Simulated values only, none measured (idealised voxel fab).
process module | voxel ribs on slabs
cross-section cut | 280 nm wide | cells 5 nm
A cross-section is a grid of square cells, given in bands from the top down. A band is one or more rows of cells.
Each band's line starts with the height of the band's top and of its bottom, in nm. Then come its materials from left to right, each with its width in nm. One material with "throughout" fills the band from edge to edge. "air" is empty space.
Height 0 is the level under which the wafer as received is all one material. The lowest band goes on downwards, as in "0 down".
A width such as "30 to 40" changes by the same amount from each row of cells to the next, from the band's top row to its bottom row.
"no change" after a step means that no cell of the cross-section changed.
closed voids: empty space of 8 cells or more with no open way to the top, each as width x height at its distance from the left edge, in nm
after a step's settings: what the simulator itself notes on the step
overlay nm, on a step with a mask: how far to the right of its planned place the mask lay; to the left if negative
plan
1 op RECEIVE | material Si
2 op DIRECTIONAL_DEP | material SiO2 | thk nm 25
3 op DIRECTIONAL_DEP | material SiN | thk nm 25
4 op MASKED_ETCH | tone cover | mask id RIB | width nm 15 | etch materials SiN | depth nm 15 | overlay nm 0
5 op PATTERN | tone cover | mask id SLAB | material resist | width nm 55 | thk nm 20 | overlay nm 0
6 op DIRECTIONAL_ETCH | etch materials SiN | depth nm 10
7 op STRIP | etch materials resist
8 op FILL_DEP | material SiO2 | thk nm 20
9 op CMP | height nm 65
10 op DIRECTIONAL_DEP | material TiN | thk nm 10
11 op DIRECTIONAL_DEP | material aC | thk nm 15
12 op PATTERN | tone cover | mask id HEATER | material resist | width nm 25 | thk nm 35 | overlay nm 0
13 op DIRECTIONAL_ETCH | etch materials aC | depth nm 15
14 op STRIP | etch materials resist
15 op DIRECTIONAL_ETCH | etch materials TiN | depth nm 10
16 op STRIP | etch materials aC
17 op CONFORMAL_DEP | material SiN | thk nm 10
as received, after step 1
  0 down: Si throughout
  closed voids: none
first wafer at the end, as planned
  85 to 75: air 115 | SiN 45 | air 120
  75 to 65: SiN 125 | TiN 25 | SiN 130
  65 to 50: SiO2 throughout
  50 to 35: SiO2 130 | SiN 15 | SiO2 135
  35 to 25: SiO2 110 | SiN 55 | SiO2 115
  25 to 0: SiO2 throughout
  0 down: Si throughout
  closed voids: none
second wafer at the end: like start, like plan, one mistake
  85 to 75: air 115 | SiN 45 | air 120
  75 to 65: SiN 125 | TiN 25 | SiN 130
  65 to 60: SiO2 130 | SiN 15 | SiO2 135
  60 to 50: SiO2 110 | SiN 55 | SiO2 115
  50 to 25: SiN throughout
  25 to 0: SiO2 throughout
  0 down: Si throughout
  closed voids: none
what went wrong: step 3 was run twice
at the end the second wafer has, in cells: 274 more of SiN | 274 fewer of SiO2
